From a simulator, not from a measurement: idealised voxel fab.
Process module, titled voxel wiring stack
Shown is cross-section cut, with a width of 290 nm and square cells of size 5 nm.
We lay out every cross-section as a grid of square cells and spell it out in bands from the top down, where one band means one or more rows of cells.
Band: top and bottom heights (nm) first, top before bottom; then materials from left to right, widths in nm. "throughout" marks a sole material filling the band edge to edge. "blank" denotes empty space.
Measure heights from 0. That's the level where, below it, the as-received wafer is all one material. The lowest band is bottomless and extends downward; write it as in "z 0 and below".
So if you see something like "30..40" for the width, read it as the top row of the band sitting at the first number and the bottom row at the second, with every row in between moving by the same amount as the last.
Key: "no change occurred" - step with no changed cell in the cross-section.
In the "Sealed voids" entry, you get each enclosed empty space of 8 cells or more, one with no open way to the top, written width x height at distance, distance from the left edge, in nm.
Where a step's line continues beyond its settings, the continuation is a remark by the simulator itself on that step.
The setting "overlay nm" may be written on the line of a step. When the step uses a mask, the value reports how far to the right of the planned place the mask lay, and a negative value reports that it lay to the left.

# Steps in the process plan
1,RECEIVE | material Si
2,CONFORMAL_DEP | material SiO2 | thk nm 15
3,DIRECTIONAL_DEP | material TiN | thk nm 5
4,DIRECTIONAL_DEP | material W | thk nm 20
5,DIRECTIONAL_DEP | material aC | thk nm 10
6,PATTERN | tone cover | mask id METAL_1 | material resist | width nm 30 | pitch nm 60 | thk nm 25 | overlay nm 0
7,DIRECTIONAL_ETCH | etch materials aC | depth nm 10
8,STRIP | etch materials resist
9,DIRECTIONAL_ETCH | etch materials W | depth nm 20
10,DIRECTIONAL_ETCH | etch materials TiN | depth nm 5
11,STRIP | etch materials aC
12,FILL_DEP | material SiO2 | thk nm 5
13,CMP | height nm 40
14,CONFORMAL_DEP | material SiCN | thk nm 5
15,DIRECTIONAL_DEP | material lowk | thk nm 30
16,PATTERN | tone open | mask id METAL_2_HOLES | material resist | width nm 15 | pitch nm 120 | thk nm 15 | overlay nm 0
17,DIRECTIONAL_ETCH | etch materials lowk | depth nm 30
18,STRIP | etch materials resist
19,PATTERN | tone open | mask id METAL_2 | material resist | width nm 20 | pitch nm 60 | thk nm 20 | overlay nm 0
20,DIRECTIONAL_ETCH | etch materials lowk | depth nm 20
21,DIRECTIONAL_ETCH | etch materials SiCN | depth nm 5
22,STRIP | etch materials resist
23,CONFORMAL_DEP | material TiN | thk nm 5
24,FILL_DEP | material Cu | thk nm 10
25,CMP | height nm 75
26,CONFORMAL_DEP | material SiCN | thk nm 5
27,DIRECTIONAL_DEP | material SiO2 | thk nm 15
28,PATTERN | tone open | mask id PLUG_2 | material resist | width nm 15 | pitch nm 60 | thk nm 15 | overlay nm 0
29,DIRECTIONAL_ETCH | etch materials SiO2 | depth nm 15
30,DIRECTIONAL_ETCH | etch materials SiCN | depth nm 5
31,STRIP | etch materials resist
32,EPI | material Ru | thk nm 10
33,EPI | material Ru | thk nm 10
34,DIRECTIONAL_DEP | material TiN | thk nm 5
35,DIRECTIONAL_DEP | material W | thk nm 20
36,DIRECTIONAL_DEP | material aC | thk nm 10
37,PATTERN | tone cover | mask id METAL_3 | material resist | width nm 30 | pitch nm 60 | thk nm 25 | overlay nm 0
38,DIRECTIONAL_ETCH | etch materials aC | depth nm 10
39,STRIP | etch materials resist
40,DIRECTIONAL_ETCH | etch materials W | depth nm 20
41,DIRECTIONAL_ETCH | etch materials TiN | depth nm 5
42,STRIP | etch materials aC
43,FILL_DEP | material lowk | thk nm 5
44,CMP | height nm 120
45,CONFORMAL_DEP | material SiCN | thk nm 5
Among the wafers covered here, the point of difference is the width nm at step 19; their starting state is shared, and the plan presents the value of the first wafer.

# Cross-section of the first incoming wafer of several, state after step 1
z 0 and below = Si throughout
Sealed voids: none

# Per wafer (row), end of module: delta in cells per material since receipt, (+) for gained, (-) for lost; closed voids after that
width nm 20; +28 Cu; +36 Ru; +161 SiCN; +521 SiO2; +80 TiN; +144 W; +480 lowk; Sealed voids: none
width nm 25; +37 Cu; +36 Ru; +161 SiCN; +521 SiO2; +83 TiN; +144 W; +468 lowk; Sealed voids: none
width nm 30; +42 Cu; +36 Ru; +159 SiCN; +521 SiO2; +84 TiN; +144 W; +464 lowk; Sealed voids: none
width nm 35; +51 Cu; +36 Ru; +159 SiCN; +521 SiO2; +87 TiN; +144 W; +452 lowk; Sealed voids: none
width nm 40; +60 Cu; +36 Ru; +159 SiCN; +521 SiO2; +90 TiN; +144 W; +440 lowk; Sealed voids: none
width nm 45; +69 Cu; +36 Ru; +159 SiCN; +521 SiO2; +93 TiN; +144 W; +428 lowk; Sealed voids: none
